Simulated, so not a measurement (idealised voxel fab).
This is a process module. Its name is voxel transistor to metal.
For reference, the cross-section in this document is cut, with width 285 nm and square cells of 5 nm.
A cross-section is written here as square cells arranged in a grid, and it is given in bands from the top down, each band taking up one or more rows of cells.
Top, bottom (nm), then materials left to right with widths (nm); lone material tagged "everywhere" fills the whole band edge to edge; "empty" = empty space.
All heights in this document are referenced to 0, defined as the level beneath which the wafer, as received, consists entirely of one material. The lowest band is not bounded below; it extends indefinitely downward and is written in the form "0..down".
Top row gets the first number, bottom row gets the second, and each row in between changes by the same step: that is how a band width like "30 to 40" works.
"remained the same" after a step means that no cell of the cross-section changed.
You'll see "Sealed-off cavities" listing empty spaces that have no way open to the top, as long as they're 8 cells or more; the notation is width x height at distance, where the distance is from the left edge, and all of it is in nm.
What comes after the settings on a step's line is commentary from the simulator itself on that step.
The setting "overlay nm" may be written on the line of a step. When the step uses a mask, the value reports how far to the right of the planned place the mask lay, and a negative value reports that it lay to the left.
-- Process steps (planned)
1) RECEIVE [material Si]
2) OXIDIZE [depth nm 5]
3) CONFORMAL_DEP [material SiN] [thk nm 10]
4) MASKED_ETCH [tone cover] [mask id ACTIVE] [width nm 100] [pitch nm 130] [etch materials SiN] [depth nm 10] [overlay nm 0]
5) MASKED_ETCH [tone cover] [mask id ACTIVE] [width nm 100] [pitch nm 130] [etch materials SiO2] [depth nm 5] [overlay nm 0]
6) MASKED_ETCH [tone cover] [mask id ACTIVE] [width nm 100] [pitch nm 130] [etch materials Si] [depth nm 30] [overlay nm 0]
7) FILL_DEP [material SiO2] [thk nm 5]
8) CMP [height nm 10]
9) SELECTIVE_ETCH [etch materials SiO2] [depth nm 5]
10) STRIP [etch materials SiN]
11) SELECTIVE_ETCH [etch materials SiO2] [depth nm 5]
12) OXIDIZE [depth nm 5]
13) DIRECTIONAL_DEP [material polySi] [thk nm 25]
14) DIRECTIONAL_DEP [material SiCN] [thk nm 15]
15) DIRECTIONAL_DEP [material aC] [thk nm 15]
16) PATTERN [tone cover] [mask id GATE] [material resist] [width nm 20] [pitch nm 130] [thk nm 35] [overlay nm 0]
17) DIRECTIONAL_ETCH [etch materials aC] [depth nm 15]
18) STRIP [etch materials resist]
19) DIRECTIONAL_ETCH [etch materials SiCN] [depth nm 25]
20) DIRECTIONAL_ETCH [etch materials polySi] [depth nm 35]
21) STRIP [etch materials aC]
22) CONFORMAL_DEP [material SiO2] [thk nm 5]
23) DIRECTIONAL_ETCH [etch materials SiO2] [depth nm 5]
24) CONFORMAL_DEP [material SiN] [thk nm 10]
25) DIRECTIONAL_ETCH [etch materials SiN] [depth nm 10]
26) DIRECTIONAL_ETCH [etch materials SiO2] [depth nm 5]
27) EPI [material pSi] [thk nm 5]
28) FILL_DEP [material SiO2] [thk nm 10]
29) CMP [height nm 35]
30) DIRECTIONAL_DEP [material SiO2] [thk nm 15]
31) PATTERN [tone open] [mask id CONTACT] [material resist] [width nm 15] [pitch nm 65] [thk nm 20] [overlay nm 0]
32) DIRECTIONAL_ETCH [etch materials SiO2] [depth nm 55]
33) STRIP [etch materials resist]
34) CONFORMAL_DEP [material TiN] [thk nm 5]
35) FILL_DEP [material Ru] [thk nm 5]
36) CMP [height nm 50]
37) CONFORMAL_DEP [material SiCN] [thk nm 5]
38) DIRECTIONAL_DEP [material lowk] [thk nm 20]
39) PATTERN [tone open] [mask id METAL_1] [material resist] [width nm 15] [pitch nm 65] [thk nm 15] [overlay nm 0]
40) DIRECTIONAL_ETCH [etch materials lowk] [depth nm 20]
41) DIRECTIONAL_ETCH [etch materials SiCN] [depth nm 5]
42) STRIP [etch materials resist]
43) CONFORMAL_DEP [material TiN] [thk nm 5]
44) FILL_DEP [material W] [thk nm 10]
45) CMP [height nm 75]
46) EPI [material Ru] [thk nm 5]
47) FILL_DEP [material SiCN] [thk nm 5]
-- Incoming wafer, cross-sectional view, post step 1
* 0..down: Si everywhere
* Sealed-off cavities: none
-- The cross-section shown corresponds to the wafer at the conclusion of the module. The initial structure and the process plan are those presented above; however, one mistake occurred in executing the plan
* 85..80: SiCN everywhere
* 80..75: 30 nm SiCN | 25 nm Ru | 40 nm SiCN | 25 nm Ru | 40 nm SiCN | 25 nm Ru | 40 nm SiCN | 25 nm Ru | 35 nm SiCN
* 75..55: 35 nm lowk | 5 nm TiN | 5 nm W | 5 nm TiN | 50 nm lowk | 5 nm TiN | 5 nm W | 5 nm TiN | 50 nm lowk | 5 nm TiN | 5 nm W | 5 nm TiN | 50 nm lowk | 5 nm TiN | 5 nm W | 5 nm TiN | 40 nm lowk
* 55..50: 35 nm SiCN | 15 nm TiN | 50 nm SiCN | 15 nm TiN | 50 nm SiCN | 15 nm TiN | 50 nm SiCN | 15 nm TiN | 40 nm SiCN
* 50..40: 35 nm SiO2 | 5 nm TiN | 5 nm Ru | 5 nm TiN | 50 nm SiO2 | 5 nm TiN | 5 nm Ru | 5 nm TiN | 50 nm SiO2 | 5 nm TiN | 5 nm Ru | 5 nm TiN | 50 nm SiO2 | 5 nm TiN | 5 nm Ru | 5 nm TiN | 40 nm SiO2
* 40..35: 35 nm SiO2 | 15 nm TiN | 50 nm SiO2 | 15 nm TiN | 50 nm SiO2 | 15 nm TiN | 50 nm SiO2 | 15 nm TiN | 40 nm SiO2
* 35..20: 35 nm SiO2 | 10 nm TiN | 10 nm SiN | 5 nm SiO2 | 30 nm SiCN | 5 nm SiO2 | 10 nm SiN | 10 nm TiN | 50 nm SiO2 | 10 nm TiN | 10 nm SiN | 5 nm SiO2 | 30 nm SiCN | 5 nm SiO2 | 10 nm SiN | 10 nm TiN | 40 nm SiO2
* 20..0: 35 nm SiO2 | 10 nm TiN | 10 nm SiN | 5 nm SiO2 | 30 nm polySi | 5 nm SiO2 | 10 nm SiN | 10 nm TiN | 50 nm SiO2 | 10 nm TiN | 10 nm SiN | 5 nm SiO2 | 30 nm polySi | 5 nm SiO2 | 10 nm SiN | 10 nm TiN | 40 nm SiO2
* 0..-5: 25 nm SiO2 | 10 nm SiN | 10 nm TiN | 10 nm SiN | 5 nm SiO2 | 30 nm polySi | 5 nm SiO2 | 10 nm SiN | 10 nm TiN | 10 nm SiN | 30 nm SiO2 | 10 nm SiN | 10 nm TiN | 10 nm SiN | 5 nm SiO2 | 30 nm polySi | 5 nm SiO2 | 10 nm SiN | 10 nm TiN | 10 nm SiN | 30 nm SiO2
* -5..-10: 35 nm SiO2 | 10 nm pSi | 60 nm SiO2 | 10 nm pSi | 50 nm SiO2 | 10 nm pSi | 60 nm SiO2 | 10 nm pSi | 40 nm SiO2
* -10..-35: 25 nm SiO2 | 100 nm Si | 30 nm SiO2 | 100 nm Si | 30 nm SiO2
* -35..down: Si everywhere
* Sealed-off cavities: none
What went wrong in running the wafer? so step 16 ended up running with a different setting than we planned, it ran as PATTERN [tone cover] [mask id GATE] [material resist] [width nm 30] [pitch nm 130] [thk nm 35] [overlay nm 0]
